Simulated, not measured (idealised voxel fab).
Proc. module: voxel ribs on slabs
Section shown: cut. Width: 140 nm. Cell size: 5 nm, square.
Format of a cross-section: grid, square cells. Given as bands. Order: top down. Band: one or more rows of cells.
Band: top height; bottom height; in nm. Then, left to right: material with width in nm, for each material. "edge to edge": a single material spanning edge to edge. "blank": empty space.
Counting heights begins at 0, where everything beneath is, in the wafer as received, one material. The lowest band has no bottom; it goes on downwards, as "0 nm and below" shows.
Per-row width for "30 to 40": begins at first number (top row of band), ends at second number (bottom row), increment between rows held constant.
Given "nothing different" for a step, no cell of the cross-section differs between before and after that step.
The label "Completely enclosed voids" introduces a list of the empty spaces, 8 cells or larger, that have no open way up to the top; each entry in it reads width x height at distance, where the distance is taken from the left edge and all three are stated in nm.
Heads up: the bit after the settings on a step's line is the simulator's remark on that step.
"overlay nm" answers the question of how far to the right of plan the mask lay on a step that has a mask, and when it is negative the answer is to the left.

Set out below are the planned steps of the process
| 1 | RECEIVE (material Si) |
| 2 | DIRECTIONAL_DEP (material SiO2; thk nm 30) |
| 3 | DIRECTIONAL_DEP (material SiN; thk nm 20) |
| 4 | DIRECTIONAL_DEP (material aC; thk nm 15) |
| 5 | PATTERN (tone cover; mask id RIB; material resist; width nm 20; thk nm 35; overlay nm 0) |
| 6 | DIRECTIONAL_ETCH (etch materials aC; depth nm 15) |
| 7 | STRIP (etch materials resist) |
| 8 | DIRECTIONAL_ETCH (etch materials SiN; depth nm 10) |
| 9 | STRIP (etch materials aC) |
| 10 | DIRECTIONAL_DEP (material aC; thk nm 15) |
| 11 | PATTERN (tone cover; mask id SLAB; material resist; width nm 50; thk nm 35; overlay nm 0) |
| 12 | DIRECTIONAL_ETCH (etch materials aC; depth nm 15) |
| 13 | STRIP (etch materials resist) |
| 14 | DIRECTIONAL_ETCH (etch materials SiN; depth nm 10) |
| 15 | STRIP (etch materials aC) |
| 16 | FILL_DEP (material SiO2; thk nm 25) |
| 17 | CMP (height nm 65) |
| 18 | DIRECTIONAL_DEP (material TiN; thk nm 5) |
| 19 | DIRECTIONAL_DEP (material aC; thk nm 10) |
| 20 | PATTERN (tone cover; mask id HEATER; material resist; width nm 30; thk nm 25; overlay nm 0) |
| 21 | DIRECTIONAL_ETCH (etch materials aC; depth nm 10) |
| 22 | STRIP (etch materials resist) |
| 23 | DIRECTIONAL_ETCH (etch materials TiN; depth nm 5) |
| 24 | STRIP (etch materials aC) |
| 25 | CONFORMAL_DEP (material SiN; thk nm 10) |

Cross-section of the wafer at receipt, which is the condition after step 1
0 nm and below: Si edge to edge
Completely enclosed voids: none

First wafer of two, sectioned at end of module; run went per plan
80 nm to 75 nm: blank=45, then SiN=50, then blank=45
75 nm to 70 nm: SiN edge to edge
70 nm to 65 nm: SiN=55, then TiN=30, then SiN=55
65 nm to 50 nm: SiO2 edge to edge
50 nm to 40 nm: SiO2=60, then SiN=20, then SiO2=60
40 nm to 30 nm: SiO2=45, then SiN=50, then SiO2=45
30 nm to 0 nm: SiO2 edge to edge
0 nm and below: Si edge to edge
Completely enclosed voids: none

Second wafer of the two, sectioned at the end of the module. It began like the first and followed the same plan, but one mistake was made while running it
80 nm to 75 nm: blank=45, then SiN=50, then blank=45
75 nm to 70 nm: SiN edge to edge
70 nm to 65 nm: SiN=55, then TiN=30, then SiN=55
65 nm to 20 nm: SiO2 edge to edge
20 nm to 0 nm: SiN edge to edge
0 nm and below: Si edge to edge
Completely enclosed voids: none
Here's what went sideways: a sequencing error occurred in which plan steps 2 and 3 were transposed
At the finish, the second wafer shows more or fewer cells for some materials than the first does: SiN +84, SiO2 -84
